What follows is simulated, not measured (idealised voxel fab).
Process module under the name voxel transistor to metal
For reference, the cross-section in this document is cut, with width 235 nm and square cells of 5 nm.
Cross-section format: a grid of square cells, given as bands from top to bottom; each band is one or more rows of cells.
Read a band's entry like this: the first values are the height of its top and the height of its bottom in nm, and what follows is the sequence of materials from left to right, each with its width in nm. Note that "air" is empty space, and that a single material marked "everywhere" reaches across the band from edge to edge.
A quick word on heights: they are counted from 0, and under that level the wafer as it came to us is one material throughout. The lowest band is different from the rest in having no bottom; it simply continues downward, written as in "0 down".
The expression "30 to 40" gives the width at the extremes of the band, the first number at its top row of cells and the second at its bottom row, with the width changing by equal amounts from each row to the next in between.
You'll sometimes find "remained unchanged" written for a step, and that's the way of saying that nowhere in the cross-section did a cell change during that step.
Heads up: "Fully closed voids" only lists the empty pockets with no open path to the top that are 8 cells or more, and it writes them as width x height at distance, distance from the left edge, in nm.
Heads up: the bit after the settings on a step's line is the simulator's remark on that step.
overlay nm: mask right of planned place by this much (step with mask). Neg. = left.
So the way this works: pairs, before and after one process step. The after picture only goes down to the lowest band that actually changed, nothing below. Step and its settings are under each pair. And watch out, pairs might come from different runs of this module, same starting wafer though, so a pair only follows on from the one above if its "Pre-step condition" entry tells you so.

Pre-step condition:
	105 to 75 = SiO2 25, air 15, SiO2 90, air 15, SiO2 90
	75 to 70 = SiCN 25, air 15, SiCN 90, air 15, SiCN 90
	70 to 45 = SiO2 25, W 15, SiO2 45, W 15, SiO2 30, W 15, SiO2 45, W 15, SiO2 30
	45 to 40 = SiO2 25, TiN 15, SiO2 45, TiN 15, SiO2 30, TiN 15, SiO2 45, TiN 15, SiO2 30
	40 to 30 = SiO2 25, TiN 5, W 5, TiN 5, SiO2 45, TiN 5, W 5, TiN 5, SiO2 30, TiN 5, W 5, TiN 5, SiO2 45, TiN 5, W 5, TiN 5, SiO2 30
	30 to 15 = SiO2 25, TiN 5, W 5, TiN 5, SiO2 5, SiN 5, SiO2 5, SiCN 15, SiO2 5, SiN 5, SiO2 5, TiN 5, W 5, TiN 5, SiO2 30, TiN 5, W 5, TiN 5, SiO2 5, SiN 5, SiO2 5, SiCN 15, SiO2 5, SiN 5, SiO2 5, TiN 5, W 5, TiN 5, SiO2 30
	15 to 0 = SiO2 25, TiN 5, W 5, TiN 5, SiO2 5, SiN 5, SiO2 5, polySi 15, SiO2 5, SiN 5, SiO2 5, TiN 5, W 5, TiN 5, SiO2 30, TiN 5, W 5, TiN 5, SiO2 5, SiN 5, SiO2 5, polySi 15, SiO2 5, SiN 5, SiO2 5, TiN 5, W 5, TiN 5, SiO2 30
	0 to -5 = SiO2 20, SiN 5, TiN 5, W 5, TiN 5, SiO2 5, SiN 5, SiO2 5, polySi 15, SiO2 5, SiN 5, SiO2 5, TiN 5, W 5, TiN 5, SiN 5, SiO2 20, SiN 5, TiN 5, W 5, TiN 5, SiO2 5, SiN 5, SiO2 5, polySi 15, SiO2 5, SiN 5, SiO2 5, TiN 5, W 5, TiN 5, SiN 5, SiO2 25
	-5 to -10 = SiO2 25, TiN 15, SiGe 5, SiO2 35, SiGe 5, TiN 15, SiO2 30, TiN 15, SiGe 5, SiO2 35, SiGe 5, TiN 15, SiO2 30
	-10 to -15 = SiO2 25, SiGe 20, Si 35, SiGe 20, SiO2 30, SiGe 20, Si 35, SiGe 20, SiO2 30
	-15 to -40 = SiO2 25, Si 75, SiO2 30, Si 75, SiO2 30
	-40 down = Si everywhere
	Fully closed voids: none

Structure After Step:
	110 to 105 = TiN 30, air 5, TiN 100, air 5, TiN 95
	105 to 75 = SiO2 25, TiN 5, air 5, TiN 5, SiO2 90, TiN 5, air 5, TiN 5, SiO2 90
	75 to 70 = SiCN 25, TiN 15, SiCN 90, TiN 15, SiCN 90
	Lower than 70, everything is as it was.
	Fully closed voids: none
The structure shown above changes from one cross-section to the other through CONFORMAL_DEP [material TiN] [thk nm 5]

Pre-step condition: it's just the after picture from the pair right above this one.

Structure After Step:
	115 to 110 = Ru everywhere
	110 to 105 = TiN 30, Ru 5, TiN 100, Ru 5, TiN 95
	105 to 75 = SiO2 25, TiN 5, Ru 5, TiN 5, SiO2 90, TiN 5, Ru 5, TiN 5, SiO2 90
	Lower than 75, everything is as it was.
	Fully closed voids: none
The structure shown above changes from one cross-section to the other through FILL_DEP [material Ru] [thk nm 5]

Pre-step condition: it's just the after picture from the pair right above this one.

Structure After Step:
	105 to 75 = SiO2 25, TiN 5, Ru 5, TiN 5, SiO2 90, TiN 5, Ru 5, TiN 5, SiO2 90
	Lower than 75, everything is as it was.
	Fully closed voids: none
The structure shown above changes from one cross-section to the other through CMP [height nm 105]

Pre-step condition: it's just the after picture from the pair right above this one.

Structure After Step:
	110 to 105 = SiCN everywhere
	Lower than 105, everything is as it was.
	Fully closed voids: none
The structure shown above changes from one cross-section to the other through CONFORMAL_DEP [material SiCN] [thk nm 5]

Pre-step condition:
	30 to 15 = SiO2 everywhere
	15 to 0 = SiO2 20, SiN 85, SiO2 20, SiN 85, SiO2 25
	0 to -5 = SiO2 everywhere
	-5 to -40 = SiO2 25, Si 75, SiO2 30, Si 75, SiO2 30
	-40 down = Si everywhere
	Fully closed voids: none

Structure After Step:
	20 to 15 = SiO2 everywhere
	Lower than 15, everything is as it was.
	Fully closed voids: none
The structure shown above changes from one cross-section to the other through SELECTIVE_ETCH [etch materials SiO2] [depth nm 10]

Pre-step condition: it's just the after picture from the pair right above this one.

Structure After Step:
	15 to 0 = SiO2 20, SiN 85, SiO2 20, SiN 85, SiO2 25
	Lower than 0, everything is as it was.
	Fully closed voids: none
The structure shown above changes from one cross-section to the other through SELECTIVE_ETCH [etch materials SiO2] [depth nm 5]

Pre-step condition: it's just the after picture from the pair right above this one.

Structure After Step:
	35 to 15 = polySi everywhere
	Lower than 15, everything is as it was.
	Fully closed voids: none
The structure shown above changes from one cross-section to the other through DIRECTIONAL_DEP [material polySi] [thk nm 20]

Pre-step condition: it's just the after picture from the pair right above this one.

Structure After Step:
	50 to 35 = SiCN everywhere
	Lower than 35, everything is as it was.
	Fully closed voids: none
The structure shown above changes from one cross-section to the other through DIRECTIONAL_DEP [material SiCN] [thk nm 15]

Pre-step condition: it's just the after picture from the pair right above this one.

Structure After Step:
	60 to 50 = aC everywhere
	Lower than 50, everything is as it was.
	Fully closed voids: none
The structure shown above changes from one cross-section to the other through DIRECTIONAL_DEP [material aC] [thk nm 10]

Pre-step condition: it's just the after picture from the pair right above this one.

Structure After Step:
	90 to 60 = air 55, resist 15, air 90, resist 15, air 60
	Lower than 60, everything is as it was.
	Fully closed voids: none
The structure shown above changes from one cross-section to the other through PATTERN [tone cover] [mask id GATE] [material resist] [width nm 15] [pitch nm 105] [thk nm 30] [overlay nm 0]

Pre-step condition: it's just the after picture from the pair right above this one.

Structure After Step:
	80 to 60 = air 55, resist 15, air 90, resist 15, air 60
	60 to 50 = air 55, aC 15, air 90, aC 15, air 60
	Lower than 50, everything is as it was.
	Fully closed voids: none
The structure shown above changes from one cross-section to the other through DIRECTIONAL_ETCH [etch materials aC] [depth nm 10]

Pre-step condition: it's just the after picture from the pair right above this one.

Structure After Step:
	60 to 50 = air 55, aC 15, air 90, aC 15, air 60
	Lower than 50, everything is as it was.
	Fully closed voids: none
The structure shown above changes from one cross-section to the other through STRIP [etch materials resist]

Pre-step condition: it's just the after picture from the pair right above this one.

Structure After Step:
	60 to 50 = air 55, aC 15, air 90, aC 15, air 60
	50 to 35 = air 55, SiCN 15, air 90, SiCN 15, air 60
	Lower than 35, everything is as it was.
	Fully closed voids: none
The structure shown above changes from one cross-section to the other through DIRECTIONAL_ETCH [etch materials SiCN] [depth nm 25]

Pre-step condition: it's just the after picture from the pair right above this one.

Structure After Step:
	60 to 50 = air 55, aC 15, air 90, aC 15, air 60
	50 to 35 = air 55, SiCN 15, air 90, SiCN 15, air 60
	35 to 15 = air 55, polySi 15, air 90, polySi 15, air 60
	Lower than 15, everything is as it was.
	Fully closed voids: none
The structure shown above changes from one cross-section to the other through DIRECTIONAL_ETCH [etch materials polySi] [depth nm 30]

Pre-step condition: it's just the after picture from the pair right above this one.

Structure After Step:
	50 to 35 = air 55, SiCN 15, air 90, SiCN 15, air 60
	Lower than 35, everything is as it was.
	Fully closed voids: none
The structure shown above changes from one cross-section to the other through STRIP [etch materials aC]

Pre-step condition: it's just the after picture from the pair right above this one.

Structure After Step:
	55 to 50 = air 50, SiO2 25, air 80, SiO2 25, air 55
	50 to 35 = air 50, SiO2 5, SiCN 15, SiO2 5, air 80, SiO2 5, SiCN 15, SiO2 5, air 55
	35 to 20 = air 50, SiO2 5, polySi 15, SiO2 5, air 80, SiO2 5, polySi 15, SiO2 5, air 55
	20 to 15 = SiO2 55, polySi 15, SiO2 90, polySi 15, SiO2 60
	Lower than 15, everything is as it was.
	Fully closed voids: none
The structure shown above changes from one cross-section to the other through CONFORMAL_DEP [material SiO2] [thk nm 5]

Pre-step condition: it's just the after picture from the pair right above this one.

Structure After Step:
	50 to 35 = air 50, SiO2 5, SiCN 15, SiO2 5, air 80, SiO2 5, SiCN 15, SiO2 5, air 55
	35 to 15 = air 50, SiO2 5, polySi 15, SiO2 5, air 80, SiO2 5, polySi 15, SiO2 5, air 55
	Lower than 15, everything is as it was.
	Fully closed voids: none
The structure shown above changes from one cross-section to the other through DIRECTIONAL_ETCH [etch materials SiO2] [depth nm 5]

Pre-step condition: it's just the after picture from the pair right above this one.

Structure After Step:
	55 to 50 = air 45, SiN 35, air 70, SiN 35, air 50
	50 to 35 = air 45, SiN 5, SiO2 5, SiCN 15, SiO2 5, SiN 5, air 70, SiN 5, SiO2 5, SiCN 15, SiO2 5, SiN 5, air 50
	35 to 20 = air 45, SiN 5, SiO2 5, polySi 15, SiO2 5, SiN 5, air 70, SiN 5, SiO2 5, polySi 15, SiO2 5, SiN 5, air 50
	20 to 15 = SiN 50, SiO2 5, polySi 15, SiO2 5, SiN 80, SiO2 5, polySi 15, SiO2 5, SiN 55
	Lower than 15, everything is as it was.
	Fully closed voids: none
The structure shown above changes from one cross-section to the other through CONFORMAL_DEP [material SiN] [thk nm 5]

Pre-step condition: it's just the after picture from the pair right above this one.

Structure After Step:
	50 to 35 = air 45, SiN 5, SiO2 5, SiCN 15, SiO2 5, SiN 5, air 70, SiN 5, SiO2 5, SiCN 15, SiO2 5, SiN 5, air 50
	35 to 15 = air 45, SiN 5, SiO2 5, polySi 15, SiO2 5, SiN 5, air 70, SiN 5, SiO2 5, polySi 15, SiO2 5, SiN 5, air 50
	Lower than 15, everything is as it was.
	Fully closed voids: none
The structure shown above changes from one cross-section to the other through DIRECTIONAL_ETCH [etch materials SiN] [depth nm 5]

Pre-step condition: it's just the after picture from the pair right above this one.

Structure After Step:
	50 to 45 = air 45, SiN 5, air 5, SiCN 15, air 5, SiN 5, air 70, SiN 5, air 5, SiCN 15, air 5, SiN 5, air 50
	45 to 35 = air 45, SiN 5, SiO2 5, SiCN 15, SiO2 5, SiN 5, air 70, SiN 5, SiO2 5, SiCN 15, SiO2 5, SiN 5, air 50
	35 to 15 = air 45, SiN 5, SiO2 5, polySi 15, SiO2 5, SiN 5, air 70, SiN 5, SiO2 5, polySi 15, SiO2 5, SiN 5, air 50
	15 to 10 = air 20, SiN 85, air 20, SiN 85, air 25
	Lower than 10, everything is as it was.
	Fully closed voids: none
The structure shown above changes from one cross-section to the other through DIRECTIONAL_ETCH [etch materials SiO2] [depth nm 5]

Pre-step condition: it's just the after picture from the pair right above this one.

Structure After Step:
	55 to 50 = SiO2 everywhere
	50 to 35 = SiO2 45, SiN 5, SiO2 5, SiCN 15, SiO2 5, SiN 5, SiO2 70, SiN 5, SiO2 5, SiCN 15, SiO2 5, SiN 5, SiO2 50
	35 to 15 = SiO2 45, SiN 5, SiO2 5, polySi 15, SiO2 5, SiN 5, SiO2 70, SiN 5, SiO2 5, polySi 15, SiO2 5, SiN 5, SiO2 50
	15 to 0 = SiO2 20, SiN 85, SiO2 20, SiN 85, SiO2 25
	Lower than 0, everything is as it was.
	Fully closed voids: none
The structure shown above changes from one cross-section to the other through FILL_DEP [material SiO2] [thk nm 5]

Pre-step condition: it's just the after picture from the pair right above this one.

Structure After Step:
	30 to 15 = SiO2 45, SiN 5, SiO2 5, polySi 15, SiO2 5, SiN 5, SiO2 70, SiN 5, SiO2 5, polySi 15, SiO2 5, SiN 5, SiO2 50
	Lower than 15, everything is as it was.
	Fully closed voids: none
The structure shown above changes from one cross-section to the other through CMP [height nm 30]

Pre-step condition: it's just the after picture from the pair right above this one.

Structure After Step:
	40 to 30 = SiO2 everywhere
	Lower than 30, everything is as it was.
	Fully closed voids: none
The structure shown above changes from one cross-section to the other through DIRECTIONAL_DEP [material SiO2] [thk nm 10]

Pre-step condition: it's just the after picture from the pair right above this one.

Structure After Step:
	55 to 40 = resist 25, air 15, resist 45, air 15, resist 30, air 15, resist 45, air 15, resist 30
	Lower than 40, everything is as it was.
	Fully closed voids: none
The structure shown above changes from one cross-section to the other through PATTERN [tone open] [mask id CONTACT] [material resist] [width nm 15] [thk nm 15] [overlay nm 0]

Pre-step condition: it's just the after picture from the pair right above this one.

Structure After Step:
	55 to 40 = resist 25, air 15, resist 45, air 15, resist 30, air 15, resist 45, air 15, resist 30
	40 to 30 = SiO2 25, air 15, SiO2 45, air 15, SiO2 30, air 15, SiO2 45, air 15, SiO2 30
	30 to 15 = SiO2 25, air 15, SiO2 5, SiN 5, SiO2 5, polySi 15, SiO2 5, SiN 5, SiO2 5, air 15, SiO2 30, air 15, SiO2 5, SiN 5, SiO2 5, polySi 15, SiO2 5, SiN 5, SiO2 5, air 15, SiO2 30
	Lower than 15, everything is as it was.
	Fully closed voids: none
The structure shown above changes from one cross-section to the other through DIRECTIONAL_ETCH [etch materials SiO2] [depth nm 50]

Pre-step condition: it's just the after picture from the pair right above this one.

Structure After Step:
	40 to 30 = SiO2 25, air 15, SiO2 45, air 15, SiO2 30, air 15, SiO2 45, air 15, SiO2 30
	Lower than 30, everything is as it was.
	Fully closed voids: none
The structure shown above changes from one cross-section to the other through STRIP [etch materials resist]

Pre-step condition: it's just the after picture from the pair right above this one.

Structure After Step:
	45 to 40 = TiN 30, air 5, TiN 55, air 5, TiN 40, air 5, TiN 55, air 5, TiN 35
	40 to 30 = SiO2 25, TiN 5, air 5, TiN 5, SiO2 45, TiN 5, air 5, TiN 5, SiO2 30, TiN 5, air 5, TiN 5, SiO2 45, TiN 5, air 5, TiN 5, SiO2 30
	30 to 20 = SiO2 25, TiN 5, air 5, TiN 5, SiO2 5, SiN 5, SiO2 5, polySi 15, SiO2 5, SiN 5, SiO2 5, TiN 5, air 5, TiN 5, SiO2 30, TiN 5, air 5, TiN 5, SiO2 5, SiN 5, SiO2 5, polySi 15, SiO2 5, SiN 5, SiO2 5, TiN 5, air 5, TiN 5, SiO2 30
	20 to 15 = SiO2 25, TiN 15, SiO2 5, SiN 5, SiO2 5, polySi 15, SiO2 5, SiN 5, SiO2 5, TiN 15, SiO2 30, TiN 15, SiO2 5, SiN 5, SiO2 5, polySi 15, SiO2 5, SiN 5, SiO2 5, TiN 15, SiO2 30
	Lower than 15, everything is as it was.
	Fully closed voids: none
The structure shown above changes from one cross-section to the other through CONFORMAL_DEP [material TiN] [thk nm 5]

Pre-step condition: it's just the after picture from the pair right above this one.

Structure After Step:
	55 to 45 = W everywhere
	45 to 40 = TiN 30, W 5, TiN 55, W 5, TiN 40, W 5, TiN 55, W 5, TiN 35
	40 to 30 = SiO2 25, TiN 5, W 5, TiN 5, SiO2 45, TiN 5, W 5, TiN 5, SiO2 30, TiN 5, W 5, TiN 5, SiO2 45, TiN 5, W 5, TiN 5, SiO2 30
	30 to 20 = SiO2 25, TiN 5, W 5, TiN 5, SiO2 5, SiN 5, SiO2 5, polySi 15, SiO2 5, SiN 5, SiO2 5, TiN 5, W 5, TiN 5, SiO2 30, TiN 5, W 5, TiN 5, SiO2 5, SiN 5, SiO2 5, polySi 15, SiO2 5, SiN 5, SiO2 5, TiN 5, W 5, TiN 5, SiO2 30
	Lower than 20, everything is as it was.
	Fully closed voids: none
The structure shown above changes from one cross-section to the other through FILL_DEP [material W] [thk nm 10]

Pre-step condition: it's just the after picture from the pair right above this one.

Structure After Step:
	40 to 30 = SiO2 25, TiN 5, W 5, TiN 5, SiO2 45, TiN 5, W 5, TiN 5, SiO2 30, TiN 5, W 5, TiN 5, SiO2 45, TiN 5, W 5, TiN 5, SiO2 30
	Lower than 30, everything is as it was.
	Fully closed voids: none
The structure shown above changes from one cross-section to the other through CMP [height nm 40]

Pre-step condition: it's just the after picture from the pair right above this one.

Structure After Step:
	45 to 40 = TiN everywhere
	Lower than 40, everything is as it was.
	Fully closed voids: none
The structure shown above changes from one cross-section to the other through DIRECTIONAL_DEP [material TiN] [thk nm 5]

Pre-step condition: it's just the after picture from the pair right above this one.

Structure After Step:
	70 to 45 = W everywhere
	Lower than 45, everything is as it was.
	Fully closed voids: none
The structure shown above changes from one cross-section to the other through DIRECTIONAL_DEP [material W] [thk nm 25]

Pre-step condition: it's just the after picture from the pair right above this one.

Structure After Step:
	70 to 45 = air 25, W 15, air 45, W 15, air 30, W 15, air 45, W 15, air 30
	Lower than 45, everything is as it was.
	Fully closed voids: none
The structure shown above changes from one cross-section to the other through MASKED_ETCH [tone cover] [mask id METAL_1] [width nm 15] [etch materials W] [depth nm 25] [overlay nm 0]

Pre-step condition: it's just the after picture from the pair right above this one.

Structure After Step:
	70 to 45 = air 25, W 15, air 45, W 15, air 30, W 15, air 45, W 15, air 30
	45 to 40 = air 25, TiN 15, air 45, TiN 15, air 30, TiN 15, air 45, TiN 15, air 30
	Lower than 40, everything is as it was.
	Fully closed voids: none
The structure shown above changes from one cross-section to the other through MASKED_ETCH [tone cover] [mask id METAL_1] [width nm 15] [etch materials TiN] [depth nm 5] [overlay nm 0]

Pre-step condition: it's just the after picture from the pair right above this one.

Structure After Step:
	80 to 70 = SiO2 everywhere
	70 to 45 = SiO2 25, W 15, SiO2 45, W 15, SiO2 30, W 15, SiO2 45, W 15, SiO2 30
	45 to 40 = SiO2 25, TiN 15, SiO2 45, TiN 15, SiO2 30, TiN 15, SiO2 45, TiN 15, SiO2 30
	Lower than 40, everything is as it was.
	Fully closed voids: none
The structure shown above changes from one cross-section to the other through FILL_DEP [material SiO2] [thk nm 10]

Pre-step condition: it's just the after picture from the pair right above this one.

Structure After Step:
	70 to 45 = SiO2 25, W 15, SiO2 45, W 15, SiO2 30, W 15, SiO2 45, W 15, SiO2 30
	Lower than 45, everything is as it was.
	Fully closed voids: none
The structure shown above changes from one cross-section to the other through CMP [height nm 70]

Pre-step condition: it's just the after picture from the pair right above this one.

Structure After Step:
	75 to 70 = SiCN everywhere
	Lower than 70, everything is as it was.
	Fully closed voids: none
The structure shown above changes from one cross-section to the other through CONFORMAL_DEP [material SiCN] [thk nm 5]

Pre-step condition: it's just the after picture from the pair right above this one.

Structure After Step:
	105 to 75 = SiO2 everywhere
	Lower than 75, everything is as it was.
	Fully closed voids: none
The structure shown above changes from one cross-section to the other through DIRECTIONAL_DEP [material SiO2] [thk nm 30]

Pre-step condition: it's just the after picture from the pair right above this one.

Structure After Step:
	120 to 105 = resist 25, air 15, resist 90, air 15, resist 90
	Lower than 105, everything is as it was.
	Fully closed voids: none
The structure shown above changes from one cross-section to the other through PATTERN [tone open] [mask id METAL_2] [material resist] [width nm 15] [pitch nm 105] [thk nm 15] [overlay nm 0]

Pre-step condition: it's just the after picture from the pair right above this one.

Structure After Step:
	120 to 105 = resist 25, air 15, resist 90, air 15, resist 90
	105 to 90 = SiO2 25, air 15, SiO2 90, air 15, SiO2 90
	Lower than 90, everything is as it was.
	Fully closed voids: none
The structure shown above changes from one cross-section to the other through DIRECTIONAL_ETCH [etch materials SiO2] [depth nm 15]

Pre-step condition: it's just the after picture from the pair right above this one.

Structure After Step:
	105 to 90 = SiO2 25, air 15, SiO2 90, air 15, SiO2 90
	Lower than 90, everything is as it was.
	Fully closed voids: none
The structure shown above changes from one cross-section to the other through STRIP [etch materials resist]

Pre-step condition: it's just the after picture from the pair right above this one.

Structure After Step:
	125 to 105 = resist 25, air 15, resist 90, air 15, resist 90
	Lower than 105, everything is as it was.
	Fully closed voids: none
The structure shown above changes from one cross-section to the other through PATTERN [tone open] [mask id METAL_2_HOLES] [material resist] [width nm 15] [pitch nm 105] [thk nm 20] [overlay nm 0]

Pre-step condition: it's just the after picture from the pair right above this one.

Structure After Step:
	125 to 105 = resist 25, air 15, resist 90, air 15, resist 90
	105 to 75 = SiO2 25, air 15, SiO2 90, air 15, SiO2 90
	Lower than 75, everything is as it was.
	Fully closed voids: none
The structure shown above changes from one cross-section to the other through DIRECTIONAL_ETCH [etch materials SiO2] [depth nm 15]

Pre-step condition: it's just the after picture from the pair right above this one.

Structure After Step:
	125 to 105 = resist 25, air 15, resist 90, air 15, resist 90
	105 to 75 = SiO2 25, air 15, SiO2 90, air 15, SiO2 90
	75 to 70 = SiCN 25, air 15, SiCN 90, air 15, SiCN 90
	Lower than 70, everything is as it was.
	Fully closed voids: none
The structure shown above changes from one cross-section to the other through DIRECTIONAL_ETCH [etch materials SiCN] [depth nm 5]

Pre-step condition: it's just the after picture from the pair right above this one.

Structure After Step:
	105 to 75 = SiO2 25, air 15, SiO2 90, air 15, SiO2 90
	Lower than 75, everything is as it was.
	Fully closed voids: none
The structure shown above changes from one cross-section to the other through STRIP [etch materials resist]

Pre-step condition: it's just the after picture from the pair right above this one.

Structure After Step:
	110 to 105 = TiN 30, air 5, TiN 100, air 5, TiN 95
	105 to 75 = SiO2 25, TiN 5, air 5, TiN 5, SiO2 90, TiN 5, air 5, TiN 5, SiO2 90
	75 to 70 = SiCN 25, TiN 15, SiCN 90, TiN 15, SiCN 90
	Lower than 70, everything is as it was.
	Fully closed voids: none
The structure shown above changes from one cross-section to the other through CONFORMAL_DEP [material TiN] [thk nm 5]

Pre-step condition: it's just the after picture from the pair right above this one.

Structure After Step:
	115 to 110 = Ru everywhere
	110 to 105 = TiN 30, Ru 5, TiN 100, Ru 5, TiN 95
	105 to 75 = SiO2 25, TiN 5, Ru 5, TiN 5, SiO2 90, TiN 5, Ru 5, TiN 5, SiO2 90
	Lower than 75, everything is as it was.
	Fully closed voids: none
The structure shown above changes from one cross-section to the other through FILL_DEP [material Ru] [thk nm 5]

Pre-step condition: it's just the after picture from the pair right above this one.

Structure After Step:
	105 to 75 = SiO2 25, TiN 5, Ru 5, TiN 5, SiO2 90, TiN 5, Ru 5, TiN 5, SiO2 90
	Lower than 75, everything is as it was.
	Fully closed voids: none
The structure shown above changes from one cross-section to the other through CMP [height nm 105]

Pre-step condition: it's just the after picture from the pair right above this one.

Structure After Step:
	110 to 105 = SiCN everywhere
	Lower than 105, everything is as it was.
	Fully closed voids: none
The structure shown above changes from one cross-section to the other through CONFORMAL_DEP [material SiCN] [thk nm 5]

Pre-step condition:
	35 to 30 = SiCN 15, air 95, SiCN 10, air 95, SiCN 20
	30 to 20 = SiCN everywhere
	20 to 15 = polySi 15, SiCN 95, polySi 10, SiCN 95, polySi 20
	15 to 0 = polySi everywhere
	0 to -5 = SiO2 15, polySi 95, SiO2 10, polySi 95, SiO2 20
	-5 to -10 = SiO2 everywhere
	-10 to -40 = SiO2 25, Si 75, SiO2 30, Si 75, SiO2 30
	-40 down = Si everywhere
	Fully closed voids: none

Structure After Step:
	50 to 45 = SiCN 15, air 95, SiCN 10, air 95, SiCN 20
	45 to 20 = SiCN everywhere
	Lower than 20, everything is as it was.
	Fully closed voids: none
The structure shown above changes from one cross-section to the other through DIRECTIONAL_DEP [material SiCN] [thk nm 15]

Pre-step condition: it's just the after picture from the pair right above this one.

Structure After Step:
	60 to 55 = aC 15, air 95, aC 10, air 95, aC 20
	55 to 50 = aC everywhere
	50 to 45 = SiCN 15, aC 95, SiCN 10, aC 95, SiCN 20
	Lower than 45, everything is as it was.
	Fully closed voids: none
The structure shown above changes from one cross-section to the other through DIRECTIONAL_DEP [material aC] [thk nm 10]

Pre-step condition: it's just the after picture from the pair right above this one.

Structure After Step:
	90 to 60 = air 55, resist 15, air 90, resist 15, air 60
	60 to 55 = aC 15, air 40, resist 15, air 40, aC 10, air 40, resist 15, air 40, aC 20
	Lower than 55, everything is as it was.
	Fully closed voids: none
The structure shown above changes from one cross-section to the other through PATTERN [tone cover] [mask id GATE] [material resist] [width nm 15] [pitch nm 105] [thk nm 30] [overlay nm 0]

Pre-step condition: it's just the after picture from the pair right above this one.

Structure After Step:
	80 to 55 = air 55, resist 15, air 90, resist 15, air 60
	55 to 50 = air 55, aC 15, air 90, aC 15, air 60
	50 to 45 = SiCN 15, air 40, aC 15, air 40, SiCN 10, air 40, aC 15, air 40, SiCN 20
	Lower than 45, everything is as it was.
	Fully closed voids: none
The structure shown above changes from one cross-section to the other through DIRECTIONAL_ETCH [etch materials aC] [depth nm 10]

Pre-step condition: it's just the after picture from the pair right above this one.

Structure After Step:
	55 to 50 = air 55, aC 15, air 90, aC 15, air 60
	Lower than 50, everything is as it was.
	Fully closed voids: none
The structure shown above changes from one cross-section to the other through STRIP [etch materials resist]

Pre-step condition: it's just the after picture from the pair right above this one.

Structure After Step:
	55 to 45 = air 55, aC 15, air 90, aC 15, air 60
	45 to 25 = air 55, SiCN 15, air 90, SiCN 15, air 60
	25 to 20 = SiCN 15, air 40, SiCN 15, air 40, SiCN 10, air 40, SiCN 15, air 40, SiCN 20
	Lower than 20, everything is as it was.
	Fully closed voids: none
The structure shown above changes from one cross-section to the other through DIRECTIONAL_ETCH [etch materials SiCN] [depth nm 25]

Pre-step condition: it's just the after picture from the pair right above this one.

Structure After Step:
	45 to 25 = air 55, SiCN 15, air 90, SiCN 15, air 60
	Lower than 25, everything is as it was.
	Fully closed voids: none
The structure shown above changes from one cross-section to the other through STRIP [etch materials aC]

Pre-step condition: it's just the after picture from the pair right above this one.

Structure After Step:
	50 to 45 = air 50, SiO2 25, air 80, SiO2 25, air 55
	45 to 30 = air 50, SiO2 5, SiCN 15, SiO2 5, air 80, SiO2 5, SiCN 15, SiO2 5, air 55
	30 to 25 = SiO2 20, air 30, SiO2 5, SiCN 15, SiO2 5, air 30, SiO2 20, air 30, SiO2 5, SiCN 15, SiO2 5, air 30, SiO2 25
	25 to 20 = SiCN 15, SiO2 40, SiCN 15, SiO2 40, SiCN 10, SiO2 40, SiCN 15, SiO2 40, SiCN 20
	Lower than 20, everything is as it was.
	Fully closed voids: none
The structure shown above changes from one cross-section to the other through CONFORMAL_DEP [material SiO2] [thk nm 5]

Pre-step condition: it's just the after picture from the pair right above this one.

Structure After Step:
	45 to 25 = air 50, SiO2 5, SiCN 15, SiO2 5, air 80, SiO2 5, SiCN 15, SiO2 5, air 55
	25 to 20 = SiCN 15, SiO2 5, air 30, SiO2 5, SiCN 15, SiO2 5, air 30, SiO2 5, SiCN 10, SiO2 5, air 30, SiO2 5, SiCN 15, SiO2 5, air 30, SiO2 5, SiCN 20
	Lower than 20, everything is as it was.
	Fully closed voids: none
The structure shown above changes from one cross-section to the other through DIRECTIONAL_ETCH [etch materials SiO2] [depth nm 5]

Pre-step condition: it's just the after picture from the pair right above this one.

Structure After Step:
	50 to 45 = air 45, SiN 35, air 70, SiN 35, air 50
	45 to 30 = air 45, SiN 5, SiO2 5, SiCN 15, SiO2 5, SiN 5, air 70, SiN 5, SiO2 5, SiCN 15, SiO2 5, SiN 5, air 50
	30 to 25 = SiN 25, air 20, SiN 5, SiO2 5, SiCN 15, SiO2 5, SiN 5, air 20, SiN 30, air 20, SiN 5, SiO2 5, SiCN 15, SiO2 5, SiN 5, air 20, SiN 30
	25 to 20 = SiCN 15, SiO2 5, SiN 30, SiO2 5, SiCN 15, SiO2 5, SiN 30, SiO2 5, SiCN 10, SiO2 5, SiN 30, SiO2 5, SiCN 15, SiO2 5, SiN 30, SiO2 5, SiCN 20
	Lower than 20, everything is as it was.
	Fully closed voids: none
The structure shown above changes from one cross-section to the other through CONFORMAL_DEP [material SiN] [thk nm 5]

Pre-step condition: it's just the after picture from the pair right above this one.

Structure After Step:
	45 to 25 = air 45, SiN 5, SiO2 5, SiCN 15, SiO2 5, SiN 5, air 70, SiN 5, SiO2 5, SiCN 15, SiO2 5, SiN 5, air 50
	25 to 20 = SiCN 15, SiO2 5, SiN 5, air 20, SiN 5, SiO2 5, SiCN 15, SiO2 5, SiN 5, air 20, SiN 5, SiO2 5, SiCN 10, SiO2 5, SiN 5, air 20, SiN 5, SiO2 5, SiCN 15, SiO2 5, SiN 5, air 20, SiN 5, SiO2 5, SiCN 20
	Lower than 20, everything is as it was.
	Fully closed voids: none
The structure shown above changes from one cross-section to the other through DIRECTIONAL_ETCH [etch materials SiN] [depth nm 5]

Pre-step condition: it's just the after picture from the pair right above this one.

Structure After Step:
	45 to 40 = air 45, SiN 5, air 5, SiCN 15, air 5, SiN 5, air 70, SiN 5, air 5, SiCN 15, air 5, SiN 5, air 50
	40 to 25 = air 45, SiN 5, SiO2 5, SiCN 15, SiO2 5, SiN 5, air 70, SiN 5, SiO2 5, SiCN 15, SiO2 5, SiN 5, air 50
	25 to 20 = SiCN 15, air 5, SiN 5, air 20, SiN 5, SiO2 5, SiCN 15, SiO2 5, SiN 5, air 20, SiN 5, air 5, SiCN 10, air 5, SiN 5, air 20, SiN 5, SiO2 5, SiCN 15, SiO2 5, SiN 5, air 20, SiN 5, air 5, SiCN 20
	Lower than 20, everything is as it was.
	Fully closed voids: none
The structure shown above changes from one cross-section to the other through DIRECTIONAL_ETCH [etch materials SiO2] [depth nm 5]
